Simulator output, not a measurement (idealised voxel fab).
Documented hereafter: the process module known as voxel transistor to metal.
In the cross-section labelled cut, the width is 170 nm and each square cell is 5 nm.
Cross-section format: a grid of square cells, given as bands from top to bottom; each band is one or more rows of cells.
Band entry format. Leading values: height of top, height of bottom, nm. Remainder: materials in left-to-right order, each with its width in nm. Special words: "everywhere" on a single material, which then fills the band edge to edge; "empty", empty space.
Height is counted from the level 0, under which the received wafer is composed throughout of one material. The lowest of the bands is not closed at the bottom but continues downward, in the notation "0 nm and below".
The width entry "30 to 40" should be interpreted row by row: the top row of cells in the band takes the first number, the bottom row takes the second number, and the change between adjacent rows is uniform throughout.
"changes: none" (step): cross-section cells unchanged, all of them.
Listed in "Closed internal voids": every empty space of 8 or more cells without an open way to the top. Form: width x height at distance, the distance being from the left edge, all in nm.
What comes after the settings on a step's line is commentary from the simulator itself on that step.
The "overlay nm" setting may appear on a step's line; for a step that uses a mask, it gives how far to the right of its planned position the mask lay, and a negative value indicates the left.
From here on the document is pairs. In a pair, the cross-section before one process step comes with the cross-section after it, and the latter goes no deeper than the lowest band that changed. What lies in between, the step and its settings, is written under the pair. A pair may be from a different run of this module on the same starting wafer than the pair above it, so it continues from that pair only where its entry headed "Incoming structure" says so.

Incoming structure:
* 80 nm to 65 nm = aC: 40 | empty: 15 | aC: 60 | empty: 15 | aC: 40
* 65 nm to 40 nm = W everywhere
* 40 nm to 35 nm = TiN everywhere
* 35 nm to 25 nm = SiO2: 40 | TiN: 5 | Ru: 5 | TiN: 5 | SiO2: 60 | TiN: 5 | Ru: 5 | TiN: 5 | SiO2: 40
* 25 nm to 15 nm = SiO2: 40 | TiN: 5 | Ru: 5 | TiN: 5 | SiO2: 10 | SiN: 5 | HfO2: 5 | TiN: 5 | W: 10 | TiN: 5 | HfO2: 5 | SiN: 5 | SiO2: 10 | TiN: 5 | Ru: 5 | TiN: 5 | SiO2: 40
* 15 nm to 10 nm = SiO2: 40 | TiN: 15 | SiO2: 10 | SiN: 5 | HfO2: 5 | TiN: 5 | W: 10 | TiN: 5 | HfO2: 5 | SiN: 5 | SiO2: 10 | TiN: 15 | SiO2: 40
* 10 nm to 5 nm = SiO2: 40 | TiN: 10 | pSi: 15 | SiN: 5 | HfO2: 5 | TiN: 5 | W: 10 | TiN: 5 | HfO2: 5 | SiN: 5 | pSi: 15 | TiN: 10 | SiO2: 40
* 5 nm to 0 nm = SiO2: 25 | SiN: 5 | SiO2: 10 | TiN: 10 | pSi: 15 | SiN: 5 | HfO2: 5 | TiN: 20 | HfO2: 5 | SiN: 5 | pSi: 15 | TiN: 10 | SiO2: 10 | SiN: 5 | SiO2: 25
* 0 nm to -5 nm = SiO2: 40 | TiN: 10 | pSi: 15 | HfO2: 40 | pSi: 15 | TiN: 10 | SiO2: 40
* -5 nm to -20 nm = SiO2: 30 | pSi: 35 | Si: 40 | pSi: 35 | SiO2: 30
* -20 nm and below = Si everywhere
* Closed internal voids: none

Result of Step:
* 80 nm to 65 nm = aC: 40 | empty: 15 | aC: 60 | empty: 15 | aC: 40
* 65 nm to 40 nm = W: 40 | empty: 15 | W: 60 | empty: 15 | W: 40
* Everything under 40 stays put, no change at all.
* Closed internal voids: none
The two cross-sections above are separated by a single process step, namely DIRECTIONAL_ETCH with etch materials W, depth nm 25

Incoming structure: The cross-section prior to this step is the one presented after the step of the pair immediately above.

Result of Step:
* 80 nm to 65 nm = aC: 40 | empty: 15 | aC: 60 | empty: 15 | aC: 40
* 65 nm to 40 nm = W: 40 | empty: 15 | W: 60 | empty: 15 | W: 40
* 40 nm to 35 nm = TiN: 40 | empty: 15 | TiN: 60 | empty: 15 | TiN: 40
* Everything under 35 stays put, no change at all.
* Closed internal voids: none
The two cross-sections above are separated by a single process step, namely DIRECTIONAL_ETCH with etch materials TiN, depth nm 5

Incoming structure: The cross-section prior to this step is the one presented after the step of the pair immediately above.

Result of Step:
* 65 nm to 40 nm = W: 40 | empty: 15 | W: 60 | empty: 15 | W: 40
* Everything under 40 stays put, no change at all.
* Closed internal voids: none
The two cross-sections above are separated by a single process step, namely STRIP with etch materials aC

Incoming structure: The cross-section prior to this step is the one presented after the step of the pair immediately above.

Result of Step:
* 70 nm to 65 nm = SiCN: 45 | empty: 5 | SiCN: 70 | empty: 5 | SiCN: 45
* 65 nm to 40 nm = W: 40 | SiCN: 5 | empty: 5 | SiCN: 5 | W: 60 | SiCN: 5 | empty: 5 | SiCN: 5 | W: 40
* 40 nm to 35 nm = TiN: 40 | SiCN: 15 | TiN: 60 | SiCN: 15 | TiN: 40
* Everything under 35 stays put, no change at all.
* Closed internal voids: none
The two cross-sections above are separated by a single process step, namely CONFORMAL_DEP with material SiCN, thk nm 5

Incoming structure: The cross-section prior to this step is the one presented after the step of the pair immediately above.

Result of Step:
* 80 nm to 70 nm = lowk everywhere
* 70 nm to 65 nm = SiCN: 45 | lowk: 5 | SiCN: 70 | lowk: 5 | SiCN: 45
* 65 nm to 40 nm = W: 40 | SiCN: 5 | lowk: 5 | SiCN: 5 | W: 60 | SiCN: 5 | lowk: 5 | SiCN: 5 | W: 40
* Everything under 40 stays put, no change at all.
* Closed internal voids: none
The two cross-sections above are separated by a single process step, namely FILL_DEP with material lowk, thk nm 10

Incoming structure: The cross-section prior to this step is the one presented after the step of the pair immediately above.

Result of Step:
* 65 nm to 40 nm = W: 40 | SiCN: 5 | lowk: 5 | SiCN: 5 | W: 60 | SiCN: 5 | lowk: 5 | SiCN: 5 | W: 40
* Everything under 40 stays put, no change at all.
* Closed internal voids: none
The two cross-sections above are separated by a single process step, namely CMP with height nm 65

Incoming structure: The cross-section prior to this step is the one presented after the step of the pair immediately above.

Result of Step:
* 70 nm to 65 nm = SiCN everywhere
* Everything under 65 stays put, no change at all.
* Closed internal voids: none
The two cross-sections above are separated by a single process step, namely CONFORMAL_DEP with material SiCN, thk nm 5
